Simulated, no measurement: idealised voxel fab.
The process module presented herein is designated voxel ribs on slabs.
Cross-section cut spans 275 nm and uses square cells 5 nm in size.
Bands, listed from the top down, are how a cross-section gets written in this document; the cross-section itself is a grid of square cells, and a band is one or more rows of them. What a band's entry tells you: where the top is and where the bottom is, as heights in nm, and after that what lies inside, material by material from left to right, each with its width in nm. Empty space is written as the word "empty", and a single material marked with the word "edge to edge" occupies the band from edge to edge. The reference from which all heights are counted is 0, the level beneath which the as-received wafer is entirely one material; the lowest band, having no lower bound, proceeds downward and is written after the example "z 0 and below". So if you see something like "30->40" for the width, read it as the top row of the band sitting at the first number and the bottom row at the second, with every row in between moving by the same amount as the last. Where the words "no modifications" appear for a step, the cross-section shows no cell changed by that step; every cell remained as before. In the "Listed closed voids" entry, you get each enclosed empty space of 8 cells or more, one with no open way to the top, written width x height at distance, distance from the left edge, in nm. What comes after the settings on a step's line is commentary from the simulator itself on that step. The "overlay nm" setting may appear on a step's line; for a step that uses a mask, it gives how far to the right of its planned position the mask lay, and a negative value indicates the left.
Listed below are the process steps as planned
1 op RECEIVE | material Si
2 op DIRECTIONAL_DEP | material SiO2 | thk nm 20
3 op DIRECTIONAL_DEP | material SiN | thk nm 20
4 op MASKED_ETCH | tone cover | mask id RIB | width nm 25 | etch materials SiN | depth nm 10 | overlay nm 0
5 op MASKED_ETCH | tone cover | mask id SLAB | width nm 55 | etch materials SiN | depth nm 10 | overlay nm 0
6 op FILL_DEP | material SiO2 | thk nm 25
7 op CMP | height nm 60
8 op DIRECTIONAL_DEP | material TiN | thk nm 5
9 op PATTERN | tone cover | mask id HEATER | material resist | width nm 35 | thk nm 20 | overlay nm 0
10 op DIRECTIONAL_ETCH | etch materials TiN | depth nm 5
11 op STRIP | etch materials resist
12 op CONFORMAL_DEP | material SiN | thk nm 10
Wafer as received: cross-section following step 1
	z 0 and below = Si edge to edge
	Listed closed voids: none
End-of-module cross-section of the first of two wafers, processed as planned
	z 75 to 70 = empty: 110, SiN: 55, empty: 110
	z 70 to 65 = SiN edge to edge
	z 65 to 60 = SiN: 120, TiN: 35, SiN: 120
	z 60 to 40 = SiO2 edge to edge
	z 40 to 30 = SiO2: 125, SiN: 25, SiO2: 125
	z 30 to 20 = SiO2: 110, SiN: 55, SiO2: 110
	z 20 to 0 = SiO2 edge to edge
	z 0 and below = Si edge to edge
	Listed closed voids: none
End-of-module cross-section of the second wafer: identical starting point and process plan to the first, with one processing mistake
	z 75 to 70 = empty: 110, SiN: 55, empty: 110
	z 70 to 65 = SiN edge to edge
	z 65 to 60 = SiN: 120, TiN: 35, SiN: 120
	z 60 to 40 = SiO2 edge to edge
	z 40 to 25 = SiO2: 125, SiN: 25, SiO2: 125
	z 25 to 20 = SiO2: 110, SiN: 55, SiO2: 110
	z 20 to 0 = SiO2 edge to edge
	z 0 and below = Si edge to edge
	Listed closed voids: none
Run error: step 4 was not run as planned; what actually ran was op MASKED_ETCH | tone cover | mask id RIB | width nm 25 | etch materials SiN | depth nm 15 | overlay nm 0
Wrapping up, a cell-based count of both wafers puts the second over or under the first for these materials: 6 fewer of SiN, 6 more of SiO2
